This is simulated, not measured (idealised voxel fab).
process module | voxel transistor to metal
cross-section cut | 215 nm wide | cells 5 nm
A cross-section is a grid of square cells, given in bands from the top down. A band is one or more rows of cells.
Each band's line starts with the height of the band's top and of its bottom, in nm. Then come its materials from left to right, each with its width in nm. One material with "throughout" fills the band from edge to edge. "air" is empty space.
Height 0 is the level under which the wafer as received is all one material. The lowest band goes on downwards, as in "0 down".
A width such as "30 to 40" changes by the same amount from each row of cells to the next, from the band's top row to its bottom row.
"no change" after a step means that no cell of the cross-section changed.
closed voids: empty space of 8 cells or more with no open way to the top, each as width x height at its distance from the left edge, in nm
after a step's settings: what the simulator itself notes on the step
overlay nm, on a step with a mask: how far to the right of its planned place the mask lay; to the left if negative
plan
1 op RECEIVE | material Si
2 op OXIDIZE | depth nm 5
3 op CONFORMAL_DEP | material SiN | thk nm 10
4 op DIRECTIONAL_DEP | material aC | thk nm 10
5 op PATTERN | tone cover | mask id ACTIVE | material resist | width nm 120 | thk nm 25 | overlay nm 0
6 op DIRECTIONAL_ETCH | etch materials aC | depth nm 10
7 op STRIP | etch materials resist
8 op DIRECTIONAL_ETCH | etch materials SiN | depth nm 10
9 op DIRECTIONAL_ETCH | etch materials SiO2 | depth nm 5
10 op DIRECTIONAL_ETCH | etch materials Si | depth nm 25
11 op STRIP | etch materials aC
12 op FILL_DEP | material SiO2 | thk nm 15
13 op CMP | height nm 10
14 op SELECTIVE_ETCH | etch materials SiO2 | depth nm 5
15 op STRIP | etch materials SiN
16 op SELECTIVE_ETCH | etch materials SiO2 | depth nm 5
17 op OXIDIZE | depth nm 5
18 op DIRECTIONAL_DEP | material polySi | thk nm 20
19 op DIRECTIONAL_DEP | material SiCN | thk nm 10
20 op MASKED_ETCH | tone cover | mask id GATE | width nm 30 | etch materials SiCN | depth nm 20 | overlay nm 0
21 op MASKED_ETCH | tone cover | mask id GATE | width nm 30 | etch materials polySi | depth nm 30 | overlay nm 0
22 op CONFORMAL_DEP | material SiO2 | thk nm 5
23 op DIRECTIONAL_ETCH | etch materials SiO2 | depth nm 5
24 op CONFORMAL_DEP | material SiN | thk nm 5
25 op DIRECTIONAL_ETCH | etch materials SiN | depth nm 5
26 op DIRECTIONAL_ETCH | etch materials SiO2 | depth nm 5
27 op EPI | material pSi | thk nm 5
28 op FILL_DEP | material SiO2 | thk nm 10
29 op CMP | height nm 15
30 op STRIP | etch materials polySi
31 op SELECTIVE_ETCH | etch materials SiO2 | depth nm 5
32 op CONFORMAL_DEP | material HfO2 | thk nm 5
33 op CONFORMAL_DEP | material TiN | thk nm 5
34 op FILL_DEP | material W | thk nm 10
35 op CMP | height nm 10
36 op DIRECTIONAL_DEP | material SiO2 | thk nm 15
37 op MASKED_ETCH | tone open | mask id CONTACT | width nm 20 | pitch nm 90 | etch materials SiO2 | depth nm 30 | overlay nm 0
38 op CONFORMAL_DEP | material TiN | thk nm 5
39 op FILL_DEP | material W | thk nm 10
40 op CMP | height nm 25
41 op CONFORMAL_DEP | material SiN | thk nm 5
42 op DIRECTIONAL_DEP | material SiO2 | thk nm 20
43 op MASKED_ETCH | tone open | mask id METAL_1 | width nm 20 | pitch nm 90 | etch materials SiO2 | depth nm 20 | overlay nm 0
44 op MASKED_ETCH | tone open | mask id METAL_1 | width nm 20 | pitch nm 90 | etch materials SiN | depth nm 5 | overlay nm 0
45 op CONFORMAL_DEP | material TiN | thk nm 5
46 op FILL_DEP | material Ru | thk nm 5
47 op CMP | height nm 50
48 op CONFORMAL_DEP | material SiCN | thk nm 5
first wafer, as planned
as received, after step 1
  0 down: Si throughout
  closed voids: none
after step 2
  0 to -5: SiO2 throughout
  below -5: unchanged
after step 3
  10 to 0: SiN throughout
  below 0: unchanged
after step 4
  20 to 10: aC throughout
  below 10: unchanged
after step 5
  45 to 20: air 45 | resist 120 | air 50
  below 20: unchanged
after step 6
  35 to 20: air 45 | resist 120 | air 50
  20 to 10: air 45 | aC 120 | air 50
  below 10: unchanged
after step 7
  20 to 10: air 45 | aC 120 | air 50
  below 10: unchanged
after step 8
  20 to 10: air 45 | aC 120 | air 50
  10 to 0: air 45 | SiN 120 | air 50
  below 0: unchanged
after step 9
  20 to 10: air 45 | aC 120 | air 50
  10 to 0: air 45 | SiN 120 | air 50
  0 to -5: air 45 | SiO2 120 | air 50
  below -5: unchanged
after step 10
  20 to 10: air 45 | aC 120 | air 50
  10 to 0: air 45 | SiN 120 | air 50
  0 to -5: air 45 | SiO2 120 | air 50
  -5 to -30: air 45 | Si 120 | air 50
  below -30: unchanged
after step 11
  10 to 0: air 45 | SiN 120 | air 50
  below 0: unchanged
after step 12
  25 to 10: SiO2 throughout
  10 to 0: SiO2 45 | SiN 120 | SiO2 50
  0 to -5: SiO2 throughout
  -5 to -30: SiO2 45 | Si 120 | SiO2 50
  below -30: unchanged
after step 13
  10 to 0: SiO2 45 | SiN 120 | SiO2 50
  below 0: unchanged
after step 14
  10 to 5: air 45 | SiN 120 | air 50
  below 5: unchanged
after step 15
  5 to 0: SiO2 45 | air 120 | SiO2 50
  below 0: unchanged
after step 16
  0 to -5: SiO2 40 | air 130 | SiO2 45
  below -5: unchanged
after step 17
  0 to -5: SiO2 40 | air 130 | SiO2 45
  -5 to -10: SiO2 throughout
  below -10: unchanged
after step 18
  20 to 15: polySi 40 | air 130 | polySi 45
  15 to 0: polySi throughout
  0 to -5: SiO2 40 | polySi 130 | SiO2 45
  below -5: unchanged
after step 19
  30 to 25: SiCN 40 | air 130 | SiCN 45
  25 to 20: SiCN throughout
  20 to 15: polySi 40 | SiCN 130 | polySi 45
  below 15: unchanged
after step 20
  25 to 20: air 90 | SiCN 30 | air 95
  20 to 15: polySi 40 | air 50 | SiCN 30 | air 50 | polySi 45
  below 15: unchanged
after step 21
  25 to 15: air 90 | SiCN 30 | air 95
  15 to 0: air 90 | polySi 30 | air 95
  0 to -5: SiO2 40 | air 50 | polySi 30 | air 50 | SiO2 45
  below -5: unchanged
after step 22
  30 to 25: air 85 | SiO2 40 | air 90
  25 to 15: air 85 | SiO2 5 | SiCN 30 | SiO2 5 | air 90
  15 to 5: air 85 | SiO2 5 | polySi 30 | SiO2 5 | air 90
  5 to 0: SiO2 45 | air 40 | SiO2 5 | polySi 30 | SiO2 5 | air 40 | SiO2 50
  0 to -5: SiO2 90 | polySi 30 | SiO2 95
  below -5: unchanged
after step 23
  25 to 15: air 85 | SiO2 5 | SiCN 30 | SiO2 5 | air 90
  15 to 0: air 85 | SiO2 5 | polySi 30 | SiO2 5 | air 90
  0 to -5: SiO2 45 | air 40 | SiO2 5 | polySi 30 | SiO2 5 | air 40 | SiO2 50
  below -5: unchanged
after step 24
  30 to 25: air 80 | SiN 50 | air 85
  25 to 15: air 80 | SiN 5 | SiO2 5 | SiCN 30 | SiO2 5 | SiN 5 | air 85
  15 to 5: air 80 | SiN 5 | SiO2 5 | polySi 30 | SiO2 5 | SiN 5 | air 85
  5 to 0: SiN 50 | air 30 | SiN 5 | SiO2 5 | polySi 30 | SiO2 5 | SiN 5 | air 30 | SiN 55
  0 to -5: SiO2 45 | SiN 40 | SiO2 5 | polySi 30 | SiO2 5 | SiN 40 | SiO2 50
  below -5: unchanged
after step 25
  25 to 15: air 80 | SiN 5 | SiO2 5 | SiCN 30 | SiO2 5 | SiN 5 | air 85
  15 to 0: air 80 | SiN 5 | SiO2 5 | polySi 30 | SiO2 5 | SiN 5 | air 85
  0 to -5: SiO2 45 | SiN 5 | air 30 | SiN 5 | SiO2 5 | polySi 30 | SiO2 5 | SiN 5 | air 30 | SiN 5 | SiO2 50
  below -5: unchanged
after step 26
  25 to 20: air 80 | SiN 5 | air 5 | SiCN 30 | air 5 | SiN 5 | air 85
  20 to 15: air 80 | SiN 5 | SiO2 5 | SiCN 30 | SiO2 5 | SiN 5 | air 85
  15 to 0: air 80 | SiN 5 | SiO2 5 | polySi 30 | SiO2 5 | SiN 5 | air 85
  0 to -5: air 45 | SiN 5 | air 30 | SiN 5 | SiO2 5 | polySi 30 | SiO2 5 | SiN 5 | air 30 | SiN 5 | air 50
  -5 to -10: SiO2 50 | air 30 | SiO2 50 | air 30 | SiO2 55
  below -10: unchanged
after step 27
  25 to 20: air 80 | SiN 5 | air 5 | SiCN 30 | air 5 | SiN 5 | air 85
  20 to 15: air 80 | SiN 5 | SiO2 5 | SiCN 30 | SiO2 5 | SiN 5 | air 85
  15 to 0: air 80 | SiN 5 | SiO2 5 | polySi 30 | SiO2 5 | SiN 5 | air 85
  0 to -5: air 45 | SiN 5 | air 30 | SiN 5 | SiO2 5 | polySi 30 | SiO2 5 | SiN 5 | air 30 | SiN 5 | air 50
  -5 to -10: SiO2 50 | pSi 30 | SiO2 50 | pSi 30 | SiO2 55
  below -10: unchanged
after step 28
  35 to 25: SiO2 throughout
  25 to 15: SiO2 80 | SiN 5 | SiO2 5 | SiCN 30 | SiO2 5 | SiN 5 | SiO2 85
  15 to 0: SiO2 80 | SiN 5 | SiO2 5 | polySi 30 | SiO2 5 | SiN 5 | SiO2 85
  0 to -5: SiO2 45 | SiN 5 | SiO2 30 | SiN 5 | SiO2 5 | polySi 30 | SiO2 5 | SiN 5 | SiO2 30 | SiN 5 | SiO2 50
  below -5: unchanged
after step 29
  15 to 0: SiO2 80 | SiN 5 | SiO2 5 | polySi 30 | SiO2 5 | SiN 5 | SiO2 85
  below 0: unchanged
after step 30
  15 to 0: SiO2 80 | SiN 5 | SiO2 5 | air 30 | SiO2 5 | SiN 5 | SiO2 85
  0 to -5: SiO2 45 | SiN 5 | SiO2 30 | SiN 5 | SiO2 5 | air 30 | SiO2 5 | SiN 5 | SiO2 30 | SiN 5 | SiO2 50
  below -5: unchanged
after step 31
  15 to 10: air 80 | SiN 5 | air 40 | SiN 5 | air 85
  10 to 0: SiO2 80 | SiN 5 | air 40 | SiN 5 | SiO2 85
  0 to -5: SiO2 45 | SiN 5 | SiO2 30 | SiN 5 | air 40 | SiN 5 | SiO2 30 | SiN 5 | SiO2 50
  -5 to -10: SiO2 50 | pSi 30 | SiO2 5 | air 40 | SiO2 5 | pSi 30 | SiO2 55
  below -10: unchanged
after step 32
  20 to 15: air 75 | HfO2 15 | air 30 | HfO2 15 | air 80
  15 to 10: HfO2 80 | SiN 5 | HfO2 5 | air 30 | HfO2 5 | SiN 5 | HfO2 85
  10 to 0: SiO2 80 | SiN 5 | HfO2 5 | air 30 | HfO2 5 | SiN 5 | SiO2 85
  0 to -5: SiO2 45 | SiN 5 | SiO2 30 | SiN 5 | HfO2 5 | air 30 | HfO2 5 | SiN 5 | SiO2 30 | SiN 5 | SiO2 50
  -5 to -10: SiO2 50 | pSi 30 | SiO2 5 | HfO2 40 | SiO2 5 | pSi 30 | SiO2 55
  below -10: unchanged
after step 33
  25 to 20: air 70 | TiN 25 | air 20 | TiN 25 | air 75
  20 to 15: TiN 75 | HfO2 15 | TiN 5 | air 20 | TiN 5 | HfO2 15 | TiN 80
  15 to 10: HfO2 80 | SiN 5 | HfO2 5 | TiN 5 | air 20 | TiN 5 | HfO2 5 | SiN 5 | HfO2 85
  10 to 0: SiO2 80 | SiN 5 | HfO2 5 | TiN 5 | air 20 | TiN 5 | HfO2 5 | SiN 5 | SiO2 85
  0 to -5: SiO2 45 | SiN 5 | SiO2 30 | SiN 5 | HfO2 5 | TiN 30 | HfO2 5 | SiN 5 | SiO2 30 | SiN 5 | SiO2 50
  below -5: unchanged
after step 34
  35 to 25: W throughout
  25 to 20: W 70 | TiN 25 | W 20 | TiN 25 | W 75
  20 to 15: TiN 75 | HfO2 15 | TiN 5 | W 20 | TiN 5 | HfO2 15 | TiN 80
  15 to 10: HfO2 80 | SiN 5 | HfO2 5 | TiN 5 | W 20 | TiN 5 | HfO2 5 | SiN 5 | HfO2 85
  10 to 0: SiO2 80 | SiN 5 | HfO2 5 | TiN 5 | W 20 | TiN 5 | HfO2 5 | SiN 5 | SiO2 85
  below 0: unchanged
after step 35
  10 to 0: SiO2 80 | SiN 5 | HfO2 5 | TiN 5 | W 20 | TiN 5 | HfO2 5 | SiN 5 | SiO2 85
  below 0: unchanged
after step 36
  25 to 10: SiO2 throughout
  below 10: unchanged
after step 37
  25 to 10: SiO2 50 | air 20 | SiO2 70 | air 20 | SiO2 55
  10 to 0: SiO2 50 | air 20 | SiO2 10 | SiN 5 | HfO2 5 | TiN 5 | W 20 | TiN 5 | HfO2 5 | SiN 5 | SiO2 10 | air 20 | SiO2 55
  0 to -5: SiO2 45 | SiN 5 | air 20 | SiO2 10 | SiN 5 | HfO2 5 | TiN 30 | HfO2 5 | SiN 5 | SiO2 10 | air 20 | SiN 5 | SiO2 50
  below -5: unchanged
after step 38
  30 to 25: TiN 55 | air 10 | TiN 80 | air 10 | TiN 60
  25 to 10: SiO2 50 | TiN 5 | air 10 | TiN 5 | SiO2 70 | TiN 5 | air 10 | TiN 5 | SiO2 55
  10 to 0: SiO2 50 | TiN 5 | air 10 | TiN 5 | SiO2 10 | SiN 5 | HfO2 5 | TiN 5 | W 20 | TiN 5 | HfO2 5 | SiN 5 | SiO2 10 | TiN 5 | air 10 | TiN 5 | SiO2 55
  0 to -5: SiO2 45 | SiN 5 | TiN 20 | SiO2 10 | SiN 5 | HfO2 5 | TiN 30 | HfO2 5 | SiN 5 | SiO2 10 | TiN 20 | SiN 5 | SiO2 50
  below -5: unchanged
after step 39
  40 to 30: W throughout
  30 to 25: TiN 55 | W 10 | TiN 80 | W 10 | TiN 60
  25 to 10: SiO2 50 | TiN 5 | W 10 | TiN 5 | SiO2 70 | TiN 5 | W 10 | TiN 5 | SiO2 55
  10 to 0: SiO2 50 | TiN 5 | W 10 | TiN 5 | SiO2 10 | SiN 5 | HfO2 5 | TiN 5 | W 20 | TiN 5 | HfO2 5 | SiN 5 | SiO2 10 | TiN 5 | W 10 | TiN 5 | SiO2 55
  below 0: unchanged
after step 40
  25 to 10: SiO2 50 | TiN 5 | W 10 | TiN 5 | SiO2 70 | TiN 5 | W 10 | TiN 5 | SiO2 55
  below 10: unchanged
after step 41
  30 to 25: SiN throughout
  below 25: unchanged
after step 42
  50 to 30: SiO2 throughout
  below 30: unchanged
after step 43
  50 to 30: SiO2 50 | air 20 | SiO2 70 | air 20 | SiO2 55
  below 30: unchanged
after step 44
  50 to 30: SiO2 50 | air 20 | SiO2 70 | air 20 | SiO2 55
  30 to 25: SiN 50 | air 20 | SiN 70 | air 20 | SiN 55
  below 25: unchanged
after step 45
  55 to 50: TiN 55 | air 10 | TiN 80 | air 10 | TiN 60
  50 to 30: SiO2 50 | TiN 5 | air 10 | TiN 5 | SiO2 70 | TiN 5 | air 10 | TiN 5 | SiO2 55
  30 to 25: SiN 50 | TiN 20 | SiN 70 | TiN 20 | SiN 55
  below 25: unchanged
after step 46
  60 to 55: Ru throughout
  55 to 50: TiN 55 | Ru 10 | TiN 80 | Ru 10 | TiN 60
  50 to 30: SiO2 50 | TiN 5 | Ru 10 | TiN 5 | SiO2 70 | TiN 5 | Ru 10 | TiN 5 | SiO2 55
  below 30: unchanged
after step 47
  50 to 30: SiO2 50 | TiN 5 | Ru 10 | TiN 5 | SiO2 70 | TiN 5 | Ru 10 | TiN 5 | SiO2 55
  below 30: unchanged
after step 48
  55 to 50: SiCN throughout
  below 50: unchanged
second wafer: like start, like plan, one mistake. Through step 4 it matches the first wafer
when step 5 should have ended
  45 to 20: air 40 | resist 130 | air 45
  below 20: unchanged
when step 6 should have ended
  35 to 20: air 40 | resist 130 | air 45
  20 to 10: air 40 | aC 130 | air 45
  below 10: unchanged
when step 7 should have ended
  20 to 10: air 40 | aC 130 | air 45
  below 10: unchanged
when step 8 should have ended
  20 to 10: air 40 | aC 130 | air 45
  10 to 0: air 40 | SiN 130 | air 45
  below 0: unchanged
when step 9 should have ended
  20 to 10: air 40 | aC 130 | air 45
  10 to 0: air 40 | SiN 130 | air 45
  0 to -5: air 40 | SiO2 130 | air 45
  below -5: unchanged
when step 10 should have ended
  20 to 10: air 40 | aC 130 | air 45
  10 to 0: air 40 | SiN 130 | air 45
  0 to -5: air 40 | SiO2 130 | air 45
  -5 to -30: air 40 | Si 130 | air 45
  below -30: unchanged
when step 11 should have ended
  10 to 0: air 40 | SiN 130 | air 45
  below 0: unchanged
when step 12 should have ended
  25 to 10: SiO2 throughout
  10 to 0: SiO2 40 | SiN 130 | SiO2 45
  0 to -5: SiO2 throughout
  -5 to -30: SiO2 40 | Si 130 | SiO2 45
  below -30: unchanged
when step 13 should have ended
  10 to 0: SiO2 40 | SiN 130 | SiO2 45
  below 0: unchanged
when step 14 should have ended
  10 to 5: air 40 | SiN 130 | air 45
  below 5: unchanged
when step 15 should have ended
  5 to 0: SiO2 40 | air 130 | SiO2 45
  below 0: unchanged
when step 16 should have ended
  0 to -5: SiO2 35 | air 140 | SiO2 40
  below -5: unchanged
when step 17 should have ended
  0 to -5: SiO2 35 | air 140 | SiO2 40
  -5 to -10: SiO2 throughout
  below -10: unchanged
when step 18 should have ended
  20 to 15: polySi 35 | air 140 | polySi 40
  15 to 0: polySi throughout
  0 to -5: SiO2 35 | polySi 140 | SiO2 40
  below -5: unchanged
when step 19 should have ended
  30 to 25: SiCN 35 | air 140 | SiCN 40
  25 to 20: SiCN throughout
  20 to 15: polySi 35 | SiCN 140 | polySi 40
  below 15: unchanged
when step 20 should have ended
  25 to 20: air 90 | SiCN 30 | air 95
  20 to 15: polySi 35 | air 55 | SiCN 30 | air 55 | polySi 40
  below 15: unchanged
when step 21 should have ended
  25 to 15: air 90 | SiCN 30 | air 95
  15 to 0: air 90 | polySi 30 | air 95
  0 to -5: SiO2 35 | air 55 | polySi 30 | air 55 | SiO2 40
  below -5: unchanged
when step 22 should have ended
  30 to 25: air 85 | SiO2 40 | air 90
  25 to 15: air 85 | SiO2 5 | SiCN 30 | SiO2 5 | air 90
  15 to 5: air 85 | SiO2 5 | polySi 30 | SiO2 5 | air 90
  5 to 0: SiO2 40 | air 45 | SiO2 5 | polySi 30 | SiO2 5 | air 45 | SiO2 45
  0 to -5: SiO2 90 | polySi 30 | SiO2 95
  below -5: unchanged
when step 23 should have ended
  25 to 15: air 85 | SiO2 5 | SiCN 30 | SiO2 5 | air 90
  15 to 0: air 85 | SiO2 5 | polySi 30 | SiO2 5 | air 90
  0 to -5: SiO2 40 | air 45 | SiO2 5 | polySi 30 | SiO2 5 | air 45 | SiO2 45
  below -5: unchanged
when step 24 should have ended
  30 to 25: air 80 | SiN 50 | air 85
  25 to 15: air 80 | SiN 5 | SiO2 5 | SiCN 30 | SiO2 5 | SiN 5 | air 85
  15 to 5: air 80 | SiN 5 | SiO2 5 | polySi 30 | SiO2 5 | SiN 5 | air 85
  5 to 0: SiN 45 | air 35 | SiN 5 | SiO2 5 | polySi 30 | SiO2 5 | SiN 5 | air 35 | SiN 50
  0 to -5: SiO2 40 | SiN 45 | SiO2 5 | polySi 30 | SiO2 5 | SiN 45 | SiO2 45
  below -5: unchanged
when step 25 should have ended
  25 to 15: air 80 | SiN 5 | SiO2 5 | SiCN 30 | SiO2 5 | SiN 5 | air 85
  15 to 0: air 80 | SiN 5 | SiO2 5 | polySi 30 | SiO2 5 | SiN 5 | air 85
  0 to -5: SiO2 40 | SiN 5 | air 35 | SiN 5 | SiO2 5 | polySi 30 | SiO2 5 | SiN 5 | air 35 | SiN 5 | SiO2 45
  below -5: unchanged
when step 26 should have ended
  25 to 20: air 80 | SiN 5 | air 5 | SiCN 30 | air 5 | SiN 5 | air 85
  20 to 15: air 80 | SiN 5 | SiO2 5 | SiCN 30 | SiO2 5 | SiN 5 | air 85
  15 to 0: air 80 | SiN 5 | SiO2 5 | polySi 30 | SiO2 5 | SiN 5 | air 85
  0 to -5: air 40 | SiN 5 | air 35 | SiN 5 | SiO2 5 | polySi 30 | SiO2 5 | SiN 5 | air 35 | SiN 5 | air 45
  -5 to -10: SiO2 45 | air 35 | SiO2 50 | air 35 | SiO2 50
  below -10: unchanged
when step 27 should have ended
  25 to 20: air 80 | SiN 5 | air 5 | SiCN 30 | air 5 | SiN 5 | air 85
  20 to 15: air 80 | SiN 5 | SiO2 5 | SiCN 30 | SiO2 5 | SiN 5 | air 85
  15 to 0: air 80 | SiN 5 | SiO2 5 | polySi 30 | SiO2 5 | SiN 5 | air 85
  0 to -5: air 40 | SiN 5 | air 35 | SiN 5 | SiO2 5 | polySi 30 | SiO2 5 | SiN 5 | air 35 | SiN 5 | air 45
  -5 to -10: SiO2 45 | pSi 35 | SiO2 50 | pSi 35 | SiO2 50
  below -10: unchanged
when step 28 should have ended
  35 to 25: SiO2 throughout
  25 to 15: SiO2 80 | SiN 5 | SiO2 5 | SiCN 30 | SiO2 5 | SiN 5 | SiO2 85
  15 to 0: SiO2 80 | SiN 5 | SiO2 5 | polySi 30 | SiO2 5 | SiN 5 | SiO2 85
  0 to -5: SiO2 40 | SiN 5 | SiO2 35 | SiN 5 | SiO2 5 | polySi 30 | SiO2 5 | SiN 5 | SiO2 35 | SiN 5 | SiO2 45
  below -5: unchanged
when step 29 should have ended
  15 to 0: SiO2 80 | SiN 5 | SiO2 5 | polySi 30 | SiO2 5 | SiN 5 | SiO2 85
  below 0: unchanged
when step 30 should have ended
  15 to 0: SiO2 80 | SiN 5 | SiO2 5 | air 30 | SiO2 5 | SiN 5 | SiO2 85
  0 to -5: SiO2 40 | SiN 5 | SiO2 35 | SiN 5 | SiO2 5 | air 30 | SiO2 5 | SiN 5 | SiO2 35 | SiN 5 | SiO2 45
  below -5: unchanged
when step 31 should have ended
  15 to 10: air 80 | SiN 5 | air 40 | SiN 5 | air 85
  10 to 0: SiO2 80 | SiN 5 | air 40 | SiN 5 | SiO2 85
  0 to -5: SiO2 40 | SiN 5 | SiO2 35 | SiN 5 | air 40 | SiN 5 | SiO2 35 | SiN 5 | SiO2 45
  -5 to -10: SiO2 45 | pSi 35 | SiO2 5 | air 40 | SiO2 5 | pSi 35 | SiO2 50
  below -10: unchanged
when step 32 should have ended
  20 to 15: air 75 | HfO2 15 | air 30 | HfO2 15 | air 80
  15 to 10: HfO2 80 | SiN 5 | HfO2 5 | air 30 | HfO2 5 | SiN 5 | HfO2 85
  10 to 0: SiO2 80 | SiN 5 | HfO2 5 | air 30 | HfO2 5 | SiN 5 | SiO2 85
  0 to -5: SiO2 40 | SiN 5 | SiO2 35 | SiN 5 | HfO2 5 | air 30 | HfO2 5 | SiN 5 | SiO2 35 | SiN 5 | SiO2 45
  -5 to -10: SiO2 45 | pSi 35 | SiO2 5 | HfO2 40 | SiO2 5 | pSi 35 | SiO2 50
  below -10: unchanged
when step 33 should have ended
  25 to 20: air 70 | TiN 25 | air 20 | TiN 25 | air 75
  20 to 15: TiN 75 | HfO2 15 | TiN 5 | air 20 | TiN 5 | HfO2 15 | TiN 80
  15 to 10: HfO2 80 | SiN 5 | HfO2 5 | TiN 5 | air 20 | TiN 5 | HfO2 5 | SiN 5 | HfO2 85
  10 to 0: SiO2 80 | SiN 5 | HfO2 5 | TiN 5 | air 20 | TiN 5 | HfO2 5 | SiN 5 | SiO2 85
  0 to -5: SiO2 40 | SiN 5 | SiO2 35 | SiN 5 | HfO2 5 | TiN 30 | HfO2 5 | SiN 5 | SiO2 35 | SiN 5 | SiO2 45
  below -5: unchanged
when step 34 should have ended
  35 to 25: W throughout
  25 to 20: W 70 | TiN 25 | W 20 | TiN 25 | W 75
  20 to 15: TiN 75 | HfO2 15 | TiN 5 | W 20 | TiN 5 | HfO2 15 | TiN 80
  15 to 10: HfO2 80 | SiN 5 | HfO2 5 | TiN 5 | W 20 | TiN 5 | HfO2 5 | SiN 5 | HfO2 85
  10 to 0: SiO2 80 | SiN 5 | HfO2 5 | TiN 5 | W 20 | TiN 5 | HfO2 5 | SiN 5 | SiO2 85
  below 0: unchanged
when step 35 should have ended
  10 to 0: SiO2 80 | SiN 5 | HfO2 5 | TiN 5 | W 20 | TiN 5 | HfO2 5 | SiN 5 | SiO2 85
  below 0: unchanged
when step 36 should have ended
  25 to 10: SiO2 throughout
  below 10: unchanged
when step 37 should have ended
  25 to 10: SiO2 50 | air 20 | SiO2 70 | air 20 | SiO2 55
  10 to 0: SiO2 50 | air 20 | SiO2 10 | SiN 5 | HfO2 5 | TiN 5 | W 20 | TiN 5 | HfO2 5 | SiN 5 | SiO2 10 | air 20 | SiO2 55
  0 to -5: SiO2 40 | SiN 5 | SiO2 5 | air 20 | SiO2 10 | SiN 5 | HfO2 5 | TiN 30 | HfO2 5 | SiN 5 | SiO2 10 | air 20 | SiO2 5 | SiN 5 | SiO2 45
  below -5: unchanged
when step 38 should have ended
  30 to 25: TiN 55 | air 10 | TiN 80 | air 10 | TiN 60
  25 to 10: SiO2 50 | TiN 5 | air 10 | TiN 5 | SiO2 70 | TiN 5 | air 10 | TiN 5 | SiO2 55
  10 to 0: SiO2 50 | TiN 5 | air 10 | TiN 5 | SiO2 10 | SiN 5 | HfO2 5 | TiN 5 | W 20 | TiN 5 | HfO2 5 | SiN 5 | SiO2 10 | TiN 5 | air 10 | TiN 5 | SiO2 55
  0 to -5: SiO2 40 | SiN 5 | SiO2 5 | TiN 20 | SiO2 10 | SiN 5 | HfO2 5 | TiN 30 | HfO2 5 | SiN 5 | SiO2 10 | TiN 20 | SiO2 5 | SiN 5 | SiO2 45
  below -5: unchanged
when step 39 should have ended
  40 to 30: W throughout
  30 to 25: TiN 55 | W 10 | TiN 80 | W 10 | TiN 60
  25 to 10: SiO2 50 | TiN 5 | W 10 | TiN 5 | SiO2 70 | TiN 5 | W 10 | TiN 5 | SiO2 55
  10 to 0: SiO2 50 | TiN 5 | W 10 | TiN 5 | SiO2 10 | SiN 5 | HfO2 5 | TiN 5 | W 20 | TiN 5 | HfO2 5 | SiN 5 | SiO2 10 | TiN 5 | W 10 | TiN 5 | SiO2 55
  below 0: unchanged
when step 40 should have ended
  25 to 10: SiO2 50 | TiN 5 | W 10 | TiN 5 | SiO2 70 | TiN 5 | W 10 | TiN 5 | SiO2 55
  below 10: unchanged
when step 41 should have ended
  30 to 25: SiN throughout
  below 25: unchanged
when step 42 should have ended
  50 to 30: SiO2 throughout
  below 30: unchanged
when step 43 should have ended
  50 to 30: SiO2 50 | air 20 | SiO2 70 | air 20 | SiO2 55
  below 30: unchanged
when step 44 should have ended
  50 to 30: SiO2 50 | air 20 | SiO2 70 | air 20 | SiO2 55
  30 to 25: SiN 50 | air 20 | SiN 70 | air 20 | SiN 55
  below 25: unchanged
when step 45 should have ended
  55 to 50: TiN 55 | air 10 | TiN 80 | air 10 | TiN 60
  50 to 30: SiO2 50 | TiN 5 | air 10 | TiN 5 | SiO2 70 | TiN 5 | air 10 | TiN 5 | SiO2 55
  30 to 25: SiN 50 | TiN 20 | SiN 70 | TiN 20 | SiN 55
  below 25: unchanged
when step 46 should have ended
  60 to 55: Ru throughout
  55 to 50: TiN 55 | Ru 10 | TiN 80 | Ru 10 | TiN 60
  50 to 30: SiO2 50 | TiN 5 | Ru 10 | TiN 5 | SiO2 70 | TiN 5 | Ru 10 | TiN 5 | SiO2 55
  below 30: unchanged
when step 47 should have ended
  50 to 30: SiO2 50 | TiN 5 | Ru 10 | TiN 5 | SiO2 70 | TiN 5 | Ru 10 | TiN 5 | SiO2 55
  below 30: unchanged
when step 48 should have ended
  55 to 50: SiCN throughout
  below 50: unchanged
what went wrong: step 5 ran as: op PATTERN | tone cover | mask id ACTIVE | material resist | width nm 130 | thk nm 25 | overlay nm 0
at the end the second wafer has, in cells: 8 more of Si | 10 fewer of SiO2 | 2 more of pSi
